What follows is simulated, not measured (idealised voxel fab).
voxel self aligned vias: a process module
Cross-section cut spans 265 nm and uses square cells 5 nm in size.
Cross-section spec: square-cell grid; bands listed top down; each band is one or more rows. Band entry format. Leading values: height of top, height of bottom, nm. Remainder: materials in left-to-right order, each with its width in nm. Special words: "edge to edge" on a single material, which then fills the band edge to edge; "air", empty space. Zero point of the height axis is 0; under it, received wafer = one material. Lowest band: continues down indefinitely, "0 -> down". Width spec "30->40" -> top row of cells at first value, bottom row at second value, equal per-row change in between. Where the words "no change occurred" appear for a step, the cross-section shows no cell changed by that step; every cell remained as before. The label "Enclosed void inventory" introduces a list of the empty spaces, 8 cells or larger, that have no open way up to the top; each entry in it reads width x height at distance, where the distance is taken from the left edge and all three are stated in nm. What comes after the settings on a step's line is commentary from the simulator itself on that step. The setting "overlay nm" may be written on the line of a step. When the step uses a mask, the value reports how far to the right of the planned place the mask lay, and a negative value reports that it lay to the left.

[The process steps that were planned are listed below]
1) RECEIVE, material Si
2) CONFORMAL_DEP, material SiO2, thk nm 10
3) CONFORMAL_DEP, material SiCN, thk nm 5
4) DIRECTIONAL_DEP, material lowk, thk nm 25
5) MASKED_ETCH, tone open, mask id LINES, width nm 25, pitch nm 65, etch materials lowk, depth nm 25, overlay nm 0
6) CONFORMAL_DEP, material TiN, thk nm 5
7) FILL_DEP, material W, thk nm 5
8) CMP, height nm 40
9) SELECTIVE_ETCH, etch materials W Ru TiN, depth nm 10
10) FILL_DEP, material SiN, thk nm 10
11) CMP, height nm 40
12) DIRECTIONAL_DEP, material lowk, thk nm 15
13) DIRECTIONAL_DEP, material aC, thk nm 15
14) PATTERN, tone open, mask id VIAS, material resist, width nm 35, pitch nm 130, thk nm 30, overlay nm -15
15) DIRECTIONAL_ETCH, etch materials aC, depth nm 15
16) STRIP, etch materials resist
17) DIRECTIONAL_ETCH, etch materials lowk, depth nm 15
18) DIRECTIONAL_ETCH, etch materials SiN, depth nm 10
19) STRIP, etch materials aC
20) CONFORMAL_DEP, material TiN, thk nm 5
21) FILL_DEP, material Cu, thk nm 5
22) CMP, height nm 55
23) CONFORMAL_DEP, material SiCN, thk nm 5
The overlay nm used in step 14 is not the same on every wafer, whereas the starting condition is; the value printed in the plan is the first wafer's.

[First of several wafers (as received, post step 1), cross-sectional view]
* 0 -> down = Si edge to edge
* Enclosed void inventory: none

[What follows is a table in which each wafer occupies a row; for the wafer as it stands at the close of the module, the row states, material by material, how many cells have been gained (+) or lost (-) since receipt, and then gives its closed voids]
overlay nm -15, +24 Cu, +106 SiCN, +18 SiN, +106 SiO2, +57 TiN, +18 W, +307 lowk, Enclosed void inventory: none
overlay nm -10, +28 Cu, +106 SiCN, +14 SiN, +106 SiO2, +57 TiN, +18 W, +307 lowk, Enclosed void inventory: none
overlay nm -5, +32 Cu, +106 SiCN, +10 SiN, +106 SiO2, +57 TiN, +18 W, +307 lowk, Enclosed void inventory: none
overlay nm 0, +32 Cu, +106 SiCN, +10 SiN, +106 SiO2, +57 TiN, +18 W, +307 lowk, Enclosed void inventory: none
overlay nm 5, +32 Cu, +106 SiCN, +10 SiN, +106 SiO2, +57 TiN, +18 W, +307 lowk, Enclosed void inventory: none
overlay nm 10, +28 Cu, +106 SiCN, +14 SiN, +106 SiO2, +57 TiN, +18 W, +307 lowk, Enclosed void inventory: none
overlay nm 15, +24 Cu, +106 SiCN, +18 SiN, +106 SiO2, +57 TiN, +18 W, +307 lowk, Enclosed void inventory: none
